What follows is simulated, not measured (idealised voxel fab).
Process module under the name voxel tone inversion
Each square cell in cross-section cut measures 5 nm, and the section as a whole is 170 nm wide.
The cross-sections in this document take the form of a grid made of square cells. They are written out as bands, in order from top to bottom. Each band consists of one or more rows of cells.
A band entry consists of two parts. The first gives the height of the band's top and the height of its bottom, in nm. The rest lists the band's materials from left to right, each with its width in nm. A single material labelled with the word "everywhere" fills the band from edge to edge, and the word "air" marks empty space.
We count height from 0. Below that, the starting wafer is all one material. The lowest band never ends at the bottom but goes on down; see "from 0 down" for how that is written.
The expression "30 to 40" gives the width at the extremes of the band, the first number at its top row of cells and the second at its bottom row, with the width changing by equal amounts from each row to the next in between.
"nothing got changed" (step): cross-section cells unchanged, all of them.
"Enclosed cavity list" specifies each empty space that is not open to the top and that occupies no fewer than 8 cells, using the form width x height at distance, the distance measured from the left edge and all three quantities in nm.
Heads up: the bit after the settings on a step's line is the simulator's remark on that step.
"overlay nm" denotes, for a step that has a mask, the displacement of the mask to the right of its planned place, with negative values corresponding to the left.
## Listed below are the process steps as planned
- 1: RECEIVE (material Si)
- 2: CONFORMAL_DEP (material SiN; thk nm 10)
- 3: DIRECTIONAL_DEP (material aC; thk nm 25)
- 4: PATTERN (tone cover; mask id POSTS; material resist; width nm 25; pitch nm 40; thk nm 30; overlay nm 0)
- 5: DIRECTIONAL_ETCH (etch materials aC; depth nm 25)
- 6: STRIP (etch materials resist)
- 7: FILL_DEP (material lowk; thk nm 10)
- 8: CMP (height nm 35)
- 9: STRIP (etch materials aC)
- 10: CONFORMAL_DEP (material TiN; thk nm 5)
- 11: FILL_DEP (material Ru; thk nm 10)
- 12: CMP (height nm 35)
- 13: CONFORMAL_DEP (material SiCN; thk nm 5)
## As-received wafer cross-section (after step 1)
from 0 down | Si everywhere
Enclosed cavity list: none
## First wafer of two, sectioned at end of module; run went per plan
from 40 to 35 | SiCN everywhere
from 35 to 15 | lowk=30 / TiN=5 / Ru=15 / TiN=5 / lowk=15 / TiN=5 / Ru=15 / TiN=5 / lowk=15 / TiN=5 / Ru=15 / TiN=5 / lowk=35
from 15 to 10 | lowk=30 / TiN=25 / lowk=15 / TiN=25 / lowk=15 / TiN=25 / lowk=35
from 10 to 0 | SiN everywhere
from 0 down | Si everywhere
Enclosed cavity list: none
## Module end: cross-section of wafer two of two. Same start and process plan as the first wafer. One mistake during execution
from 40 to 35 | SiCN everywhere
from 35 to 25 | SiN everywhere
from 25 to 0 | aC everywhere
from 0 down | Si everywhere
Enclosed cavity list: none
Finding, execution versus plan: it was found that steps 2 and 3 of the process plan had been performed in exchanged positions
Looking at both finished wafers in cells, the second ends up ahead of or behind the first on some materials: Ru -36; TiN -39; aC +170; lowk -95
